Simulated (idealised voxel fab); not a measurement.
Proc. module: voxel ribs on slabs
The cross-section shown here is cut; it is 140 nm wide and divided into square cells measuring 5 nm on a side.
Cross-section format: a grid of square cells, given as bands from top to bottom; each band is one or more rows of cells.
The entry gives the band's vertical extent as a top height and a bottom height in nm, then its horizontal make-up as materials from left to right, each with a width in nm. "empty" stands for empty space; a single material marked "throughout" fills the band edge to edge.
Heights are expressed relative to 0, this being the level below which the as-received wafer comprises one material exclusively. The lowest band is unbounded in the downward direction and is denoted as in "from 0 down".
Think of "30->40" as a width that walks from the first number to the second as you go down the band, top row to bottom row, taking equal-sized steps from row to row.
Key: "stayed the same" - step with no changed cell in the cross-section.
What "Unvented internal voids" gives you is every empty space of 8 cells or more that is cut off from the top. Each appears as width x height at distance, with the distance taken from the left edge and width, height and distance all in nm.
Note: text after step settings on the step line = simulator remark on that step.
A step's line can hold "overlay nm"; with a mask on that step, the setting says how far right of the planned place the mask lay, while a negative setting says it lay to the left.

These are the steps we planned for the process:
step 1: RECEIVE: material Si
step 2: DIRECTIONAL_DEP: material SiO2, thk nm 20
step 3: DIRECTIONAL_DEP: material SiN, thk nm 20
step 4: PATTERN: tone cover, mask id RIB, material resist, width nm 25, thk nm 15, overlay nm 0
step 5: DIRECTIONAL_ETCH: etch materials SiN, depth nm 15
step 6: STRIP: etch materials resist
step 7: MASKED_ETCH: tone cover, mask id SLAB, width nm 55, etch materials SiN, depth nm 5, overlay nm 0
step 8: FILL_DEP: material SiO2, thk nm 15
step 9: CMP: height nm 50
step 10: DIRECTIONAL_DEP: material TiN, thk nm 5
step 11: DIRECTIONAL_DEP: material aC, thk nm 15
step 12: PATTERN: tone cover, mask id HEATER, material resist, width nm 35, thk nm 35, overlay nm 0
step 13: DIRECTIONAL_ETCH: etch materials aC, depth nm 15
step 14: STRIP: etch materials resist
step 15: DIRECTIONAL_ETCH: etch materials TiN, depth nm 5
step 16: STRIP: etch materials aC
step 17: CONFORMAL_DEP: material SiN, thk nm 10

The following pertains to the first of two wafers, which was processed as planned:

Cross-section of the incoming wafer, state after step 1:
* from 0 down: Si throughout
* Unvented internal voids: none

After step 2:
* from 20 to 0: SiO2 throughout
* Anything lower than 0 is untouched.

After step 3:
* from 40 to 20: SiN throughout
* Anything lower than 20 is untouched.

After step 4:
* from 55 to 40: empty 55 / resist 25 / empty 60
* Anything lower than 40 is untouched.

After step 5:
* from 55 to 40: empty 55 / resist 25 / empty 60
* from 40 to 25: empty 55 / SiN 25 / empty 60
* Anything lower than 25 is untouched.

After step 6:
* from 40 to 25: empty 55 / SiN 25 / empty 60
* Anything lower than 25 is untouched.

After step 7:
* from 40 to 25: empty 55 / SiN 25 / empty 60
* from 25 to 20: empty 40 / SiN 55 / empty 45
* Anything lower than 20 is untouched.

After step 8:
* from 55 to 40: SiO2 throughout
* from 40 to 25: SiO2 55 / SiN 25 / SiO2 60
* from 25 to 20: SiO2 40 / SiN 55 / SiO2 45
* Anything lower than 20 is untouched.

After step 9:
* from 50 to 40: SiO2 throughout
* Anything lower than 40 is untouched.

After step 10:
* from 55 to 50: TiN throughout
* Anything lower than 50 is untouched.

After step 11:
* from 70 to 55: aC throughout
* Anything lower than 55 is untouched.

After step 12:
* from 105 to 70: empty 50 / resist 35 / empty 55
* Anything lower than 70 is untouched.

After step 13:
* from 90 to 70: empty 50 / resist 35 / empty 55
* from 70 to 55: empty 50 / aC 35 / empty 55
* Anything lower than 55 is untouched.

After step 14:
* from 70 to 55: empty 50 / aC 35 / empty 55
* Anything lower than 55 is untouched.

After step 15:
* from 70 to 55: empty 50 / aC 35 / empty 55
* from 55 to 50: empty 50 / TiN 35 / empty 55
* Anything lower than 50 is untouched.

After step 16:
* from 55 to 50: empty 50 / TiN 35 / empty 55
* Anything lower than 50 is untouched.

After step 17:
* from 65 to 60: empty 40 / SiN 55 / empty 45
* from 60 to 55: SiN throughout
* from 55 to 50: SiN 50 / TiN 35 / SiN 55
* Anything lower than 50 is untouched.

Wafer two of the pair: same origin, same plan, one error during the run; identical to wafer one up to and including step 6:

Planned end of step 7: second wafer, cross-section:
* from 35 to 25: empty 55 / SiN 25 / empty 60
* from 25 to 20: SiN 40 / empty 15 / SiN 25 / empty 15 / SiN 45
* Anything lower than 20 is untouched.

Planned end of step 8: second wafer, cross-section:
* from 50 to 35: SiO2 throughout
* from 35 to 25: SiO2 55 / SiN 25 / SiO2 60
* from 25 to 20: SiN 40 / SiO2 15 / SiN 25 / SiO2 15 / SiN 45
* Anything lower than 20 is untouched.

Planned end of step 9: second wafer, cross-section: stayed the same

Planned end of step 10: second wafer, cross-section:
* from 55 to 50: TiN throughout
* Anything lower than 50 is untouched.

Planned end of step 11: second wafer, cross-section:
* from 70 to 55: aC throughout
* Anything lower than 55 is untouched.

Planned end of step 12: second wafer, cross-section:
* from 105 to 70: empty 50 / resist 35 / empty 55
* Anything lower than 70 is untouched.

Planned end of step 13: second wafer, cross-section:
* from 90 to 70: empty 50 / resist 35 / empty 55
* from 70 to 55: empty 50 / aC 35 / empty 55
* Anything lower than 55 is untouched.

Planned end of step 14: second wafer, cross-section:
* from 70 to 55: empty 50 / aC 35 / empty 55
* Anything lower than 55 is untouched.

Planned end of step 15: second wafer, cross-section:
* from 70 to 55: empty 50 / aC 35 / empty 55
* from 55 to 50: empty 50 / TiN 35 / empty 55
* Anything lower than 50 is untouched.

Planned end of step 16: second wafer, cross-section:
* from 55 to 50: empty 50 / TiN 35 / empty 55
* Anything lower than 50 is untouched.

Planned end of step 17: second wafer, cross-section:
* from 65 to 60: empty 40 / SiN 55 / empty 45
* from 60 to 55: SiN throughout
* from 55 to 50: SiN 50 / TiN 35 / SiN 55
* Anything lower than 50 is untouched.
What broke from the plan during processing? it should be noted that step 7 was executed with settings other than those planned, the operation and settings actually applied being MASKED_ETCH: tone open, mask id SLAB, width nm 55, etch materials SiN, depth nm 5, overlay nm 0
It is noted that, at the conclusion of processing, the second wafer exhibits a higher or lower cell count for certain materials relative to the first: 6 more of SiN, 6 fewer of SiO2
